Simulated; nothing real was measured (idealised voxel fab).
You're looking at the process module voxel ribs on slabs.
Shown is cross-section cut, with a width of 250 nm and square cells of size 5 nm.
For the purposes of this document, a cross-section shall be understood as a grid of square cells, specified as bands listed in top-to-bottom order, each band consisting of one or more rows of cells. Heights first: top, then bottom, in nm. Then materials, left to right, each with a width in nm. "full width" on a single material: fills the band edge to edge. "blank": empty space. Heights are expressed relative to 0, this being the level below which the as-received wafer comprises one material exclusively. The lowest band is unbounded in the downward direction and is denoted as in "from 0 down". So if you see something like "30->40" for the width, read it as the top row of the band sitting at the first number and the bottom row at the second, with every row in between moving by the same amount as the last. "changes: none" means the step left every cell of the cross-section as it was. This entry, "Unvented voids", enumerates those empty regions of no fewer than 8 cells that possess no open connection to the top. Each region is reported in the form width x height at distance, the distance being taken from the left edge, with all three quantities expressed in nm. What comes after the settings on a step's line is commentary from the simulator itself on that step. When a step includes a mask, the "overlay nm" setting on its line states how far to the right of its planned place that mask lay, and negative values state how far to the left.

[Planned process steps]
1. RECEIVE [material Si]
2. DIRECTIONAL_DEP [material SiO2] [thk nm 25]
3. DIRECTIONAL_DEP [material polySi] [thk nm 15]
4. PATTERN [tone cover] [mask id RIB] [material resist] [width nm 30] [thk nm 20] [overlay nm 0]
5. DIRECTIONAL_ETCH [etch materials polySi] [depth nm 10]
6. STRIP [etch materials resist]
7. MASKED_ETCH [tone cover] [mask id SLAB] [width nm 90] [etch materials polySi] [depth nm 5] [overlay nm 0]
8. FILL_DEP [material SiO2] [thk nm 25]
9. CMP [height nm 60]
10. DIRECTIONAL_DEP [material TiN] [thk nm 5]
11. MASKED_ETCH [tone cover] [mask id HEATER] [width nm 40] [etch materials TiN] [depth nm 5] [overlay nm 0]
12. CONFORMAL_DEP [material SiO2] [thk nm 10]

[This is the cross-section of the wafer as we received it, i.e. after step 1]
* from 0 down: Si full width
* Unvented voids: none

[Run as planned - first of the two wafers cross-sectioned at the end of the module]
* from 75 to 70: blank 95 nm | SiO2 60 nm | blank 95 nm
* from 70 to 65: SiO2 full width
* from 65 to 60: SiO2 105 nm | TiN 40 nm | SiO2 105 nm
* from 60 to 40: SiO2 full width
* from 40 to 30: SiO2 110 nm | polySi 30 nm | SiO2 110 nm
* from 30 to 25: SiO2 80 nm | polySi 90 nm | SiO2 80 nm
* from 25 to 0: SiO2 full width
* from 0 down: Si full width
* Unvented voids: none

[End-of-module cross-section of the second wafer: identical starting point and process plan to the first, with one processing mistake]
* from 75 to 70: blank 95 nm | SiO2 60 nm | blank 95 nm
* from 70 to 65: SiO2 full width
* from 65 to 60: SiO2 105 nm | TiN 40 nm | SiO2 105 nm
* from 60 to 40: SiO2 full width
* from 40 to 30: SiO2 105 nm | polySi 40 nm | SiO2 105 nm
* from 30 to 25: SiO2 80 nm | polySi 90 nm | SiO2 80 nm
* from 25 to 0: SiO2 full width
* from 0 down: Si full width
* Unvented voids: none
So what did we get wrong on this run? step 4, actual vs plan mismatch, actual run PATTERN [tone cover] [mask id RIB] [material resist] [width nm 40] [thk nm 20] [overlay nm 0]
Wrapping up, a cell-based count of both wafers puts the second over or under the first for these materials: 4 fewer of SiO2, 4 more of polySi
